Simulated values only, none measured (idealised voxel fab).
Proc. module: voxel self aligned vias
Square cell edge 5 nm, section width 215 nm, ID cut.
The cross-sections in this document take the form of a grid made of square cells. They are written out as bands, in order from top to bottom. Each band consists of one or more rows of cells.
The band entry comprises the height of the band's top followed by the height of its bottom, expressed in nm, and subsequently the band's materials from left to right, each stated together with its width in nm. Where a single material is marked with the word "everywhere", that material fills the band from edge to edge. The word "blank" represents empty space.
Heights are reckoned from 0. Under this level, the received wafer is all of one material. The bottommost band is open-ended downward, for example "0 nm and below".
You'd read "30 to 40" like this: the band's top row of cells is as wide as the first number, its bottom row is as wide as the second, and going down, every row changes width by the same amount as the row before did.
Basically "no alteration" means that step didn't change any cell in the cross-section.
"Sealed-off cavities" lists enclosed empty spaces (at least 8 cells, no open path upward to the top), each as width x height at distance from the left edge, in nm.
It should be noted that, on the line of a given step, the content following the step's settings is a remark produced by the simulator itself with respect to that step.
Regarding "overlay nm": on a step with a mask, it is the distance the mask lay to the right of its planned place; a negative value places it to the left.
These are the steps we planned for the process
step 1: op RECEIVE | material Si
step 2: op CONFORMAL_DEP | material SiO2 | thk nm 10
step 3: op CONFORMAL_DEP | material SiCN | thk nm 5
step 4: op DIRECTIONAL_DEP | material SiO2 | thk nm 20
step 5: op MASKED_ETCH | tone open | mask id LINES | width nm 20 | pitch nm 45 | etch materials SiO2 | depth nm 20 | overlay nm 0
step 6: op CONFORMAL_DEP | material TiN | thk nm 5
step 7: op FILL_DEP | material Ru | thk nm 10
step 8: op CMP | height nm 35
step 9: op SELECTIVE_ETCH | etch materials W Ru TiN | depth nm 5
step 10: op FILL_DEP | material SiN | thk nm 5
step 11: op CMP | height nm 35
step 12: op DIRECTIONAL_DEP | material SiO2 | thk nm 15
step 13: op DIRECTIONAL_DEP | material aC | thk nm 15
step 14: op PATTERN | tone open | mask id VIAS | material resist | width nm 30 | thk nm 35 | overlay nm 0
step 15: op DIRECTIONAL_ETCH | etch materials aC | depth nm 15
step 16: op STRIP | etch materials resist
step 17: op DIRECTIONAL_ETCH | etch materials SiO2 | depth nm 15
step 18: op DIRECTIONAL_ETCH | etch materials SiN | depth nm 5
step 19: op STRIP | etch materials aC
step 20: op CONFORMAL_DEP | material TiN | thk nm 5
step 21: op FILL_DEP | material W | thk nm 10
step 22: op CMP | height nm 50
step 23: op CONFORMAL_DEP | material SiN | thk nm 5
This is the cross-section of the wafer as we received it, i.e. after step 1
  0 nm and below  Si everywhere
  Sealed-off cavities: none
Starting wafer: above. Plan: above. Run: one mistake. Cross-section after the module: below
  55 nm to 50 nm  SiN everywhere
  50 nm to 40 nm  SiO2=60, then TiN=5, then W=20, then TiN=5, then SiO2=125
  40 nm to 35 nm  SiO2=60, then TiN=20, then W=5, then TiN=5, then SiO2=125
  35 nm to 30 nm  SiO2=75, then TiN=15, then SiN=5, then SiO2=25, then SiN=20, then SiO2=75
  30 nm to 20 nm  SiO2=75, then TiN=5, then Ru=10, then TiN=5, then SiO2=25, then TiN=5, then Ru=10, then TiN=5, then SiO2=75
  20 nm to 15 nm  SiO2=75, then TiN=20, then SiO2=25, then TiN=20, then SiO2=75
  15 nm to 10 nm  SiCN everywhere
  10 nm to 0 nm  SiO2 everywhere
  0 nm and below  Si everywhere
  Sealed-off cavities: none
Misprocessing identified: contrary to plan, step 14 was performed as op PATTERN | tone open | mask id VIAS | material resist | width nm 30 | thk nm 35 | overlay nm -10
